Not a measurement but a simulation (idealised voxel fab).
Process module under the name voxel transistor to metal
Section shown: cut. Width: 180 nm. Cell size: 5 nm, square.
A cross-section is written here as square cells arranged in a grid, and it is given in bands from the top down, each band taking up one or more rows of cells. For a band, the entry starts with two heights in nm, that of the top and then that of the bottom, and carries on with the band's materials in order from left to right, each alongside its width in nm; the word "edge to edge" beside a single material means it fills the band edge to edge, and "air" means empty space. Heights are measured from 0, the level below which the as-received wafer is all one material; the lowest band has no bottom and continues downward, written as in "from 0 down". The two numbers in a width such as "30->40" mark its ends across the band: the first belongs to the top row of cells, the second to the bottom row, and from each row to the next the width moves by the same amount. For the purposes of this document, the phrase "no modifications" attached to a step denotes that no cell within the cross-section was modified by that step. Enclosed voids (no open way to top), threshold 8 cells or more, entry "Listed closed voids", notation width x height at distance, distance from left edge, nm. On a step's line, text after the settings is the simulator commenting on that step. Regarding "overlay nm": on a step with a mask, it is the distance the mask lay to the right of its planned place; a negative value places it to the left.

SET OUT BELOW ARE THE PLANNED STEPS OF THE PROCESS
1. RECEIVE, material Si
2. OXIDIZE, depth nm 5
3. CONFORMAL_DEP, material SiN, thk nm 15
4. PATTERN, tone cover, mask id ACTIVE, material resist, width nm 115, thk nm 15, overlay nm 0
5. DIRECTIONAL_ETCH, etch materials SiN, depth nm 15
6. DIRECTIONAL_ETCH, etch materials SiO2, depth nm 5
7. DIRECTIONAL_ETCH, etch materials Si, depth nm 25
8. STRIP, etch materials resist
9. OXIDIZE, depth nm 5
10. FILL_DEP, material SiO2, thk nm 15
11. CMP, height nm 15
12. SELECTIVE_ETCH, etch materials SiO2, depth nm 10
13. STRIP, etch materials SiN
14. SELECTIVE_ETCH, etch materials SiO2, depth nm 5
15. OXIDIZE, depth nm 5
16. DIRECTIONAL_DEP, material polySi, thk nm 30
17. DIRECTIONAL_DEP, material SiCN, thk nm 10
18. PATTERN, tone cover, mask id GATE, material resist, width nm 25, thk nm 15, overlay nm 0
19. DIRECTIONAL_ETCH, etch materials SiCN, depth nm 20
20. DIRECTIONAL_ETCH, etch materials polySi, depth nm 40
21. STRIP, etch materials resist
22. CONFORMAL_DEP, material SiN, thk nm 5
23. DIRECTIONAL_ETCH, etch materials SiN, depth nm 5
24. DIRECTIONAL_ETCH, etch materials SiO2, depth nm 5
25. DIRECTIONAL_ETCH, etch materials Si, depth nm 10
26. EPI, material nSi, thk nm 10
27. FILL_DEP, material SiO2, thk nm 10
28. CMP, height nm 25
29. STRIP, etch materials polySi
30. SELECTIVE_ETCH, etch materials SiO2, depth nm 5
31. CONFORMAL_DEP, material HfO2, thk nm 5
32. CONFORMAL_DEP, material TiN, thk nm 5
33. FILL_DEP, material W, thk nm 5
34. CMP, height nm 20
35. DIRECTIONAL_DEP, material SiO2, thk nm 15
36. DIRECTIONAL_DEP, material aC, thk nm 15
37. PATTERN, tone open, mask id CONTACT, material resist, width nm 20, pitch nm 85, thk nm 30, overlay nm 0
38. DIRECTIONAL_ETCH, etch materials aC, depth nm 15
39. STRIP, etch materials resist
40. DIRECTIONAL_ETCH, etch materials SiO2, depth nm 45
41. STRIP, etch materials aC
42. CONFORMAL_DEP, material TiN, thk nm 5
43. FILL_DEP, material Ru, thk nm 5
44. CMP, height nm 35
45. CONFORMAL_DEP, material SiCN, thk nm 5
46. DIRECTIONAL_DEP, material lowk, thk nm 20
47. DIRECTIONAL_DEP, material aC, thk nm 15
48. PATTERN, tone open, mask id METAL_1, material resist, width nm 20, pitch nm 85, thk nm 35, overlay nm 0
49. DIRECTIONAL_ETCH, etch materials aC, depth nm 15
50. STRIP, etch materials resist
51. DIRECTIONAL_ETCH, etch materials lowk, depth nm 20
52. DIRECTIONAL_ETCH, etch materials SiCN, depth nm 5
53. STRIP, etch materials aC
54. CONFORMAL_DEP, material TiN, thk nm 5
55. FILL_DEP, material Ru, thk nm 10
56. CMP, height nm 60
57. CONFORMAL_DEP, material SiCN, thk nm 5
58. DIRECTIONAL_DEP, material SiO2, thk nm 30
59. MASKED_ETCH, tone open, mask id METAL_2_HOLES, width nm 15, pitch nm 85, etch materials SiO2, depth nm 30, overlay nm 0
60. DIRECTIONAL_DEP, material aC, thk nm 10
61. PATTERN, tone open, mask id METAL_2, material resist, width nm 20, pitch nm 85, thk nm 30, overlay nm 0
62. DIRECTIONAL_ETCH, etch materials aC, depth nm 10
63. STRIP, etch materials resist
64. DIRECTIONAL_ETCH, etch materials SiO2, depth nm 15
65. DIRECTIONAL_ETCH, etch materials SiCN, depth nm 5
66. STRIP, etch materials aC
67. CONFORMAL_DEP, material TiN, thk nm 5
68. FILL_DEP, material Cu, thk nm 10
69. CMP, height nm 95
70. CONFORMAL_DEP, material SiCN, thk nm 5

CROSS-SECTION OF THE WAFER UPON ARRIVAL, REPRESENTING THE STATE REACHED AFTER STEP 1
	from 0 down: Si edge to edge
	Listed closed voids: none

CROSS-SECTION AT MODULE END, ONE RUN ERROR; START AND PLAN UNCHANGED FROM ABOVE
	from 100 to 95: SiCN edge to edge
	from 95 to 85: SiO2=35 / TiN=5 / Cu=10 / TiN=5 / SiO2=65 / TiN=5 / Cu=10 / TiN=5 / SiO2=40
	from 85 to 80: SiO2=35 / TiN=5 / Cu=5 / TiN=10 / SiO2=65 / TiN=5 / Cu=5 / TiN=10 / SiO2=40
	from 80 to 65: SiO2=35 / TiN=5 / Cu=5 / TiN=5 / SiO2=70 / TiN=5 / Cu=5 / TiN=5 / SiO2=45
	from 65 to 55: SiCN=35 / TiN=15->20 / SiCN=70->65 / TiN=15->20 / SiCN=45->40
	from 55 to 35: lowk edge to edge
	from 35 to 20: SiO2=35 / TiN=5 / Ru=10 / TiN=5 / SiO2=65 / TiN=5 / Ru=10 / TiN=5 / SiO2=40
	from 20 to 0: SiO2=35 / TiN=5 / Ru=10 / TiN=5 / SiO2=15 / SiN=5 / HfO2=5 / TiN=5 / W=5 / TiN=5 / HfO2=5 / SiN=5 / SiO2=15 / TiN=5 / Ru=10 / TiN=5 / SiO2=40
	from 0 to -5: SiO2=25 / SiN=5 / SiO2=5 / TiN=5 / Ru=10 / TiN=5 / SiO2=5 / nSi=10 / SiN=5 / HfO2=5 / TiN=15 / HfO2=5 / SiN=5 / nSi=10 / SiO2=5 / TiN=5 / Ru=10 / TiN=5 / SiO2=5 / SiN=5 / SiO2=30
	from -5 to -10: SiO2=35 / TiN=20 / SiO2=5 / nSi=10 / HfO2=35 / nSi=10 / SiO2=5 / TiN=20 / SiO2=40
	from -10 to -20: SiO2=35 / nSi=35 / Si=35 / nSi=35 / SiO2=40
	from -20 to -35: SiO2=35 / Si=105 / SiO2=40
	from -35 down: Si edge to edge
	Listed closed voids: none
What was the processing mistake? the processing plan was not followed for steps 45 and 46, which were run with their positions exchanged
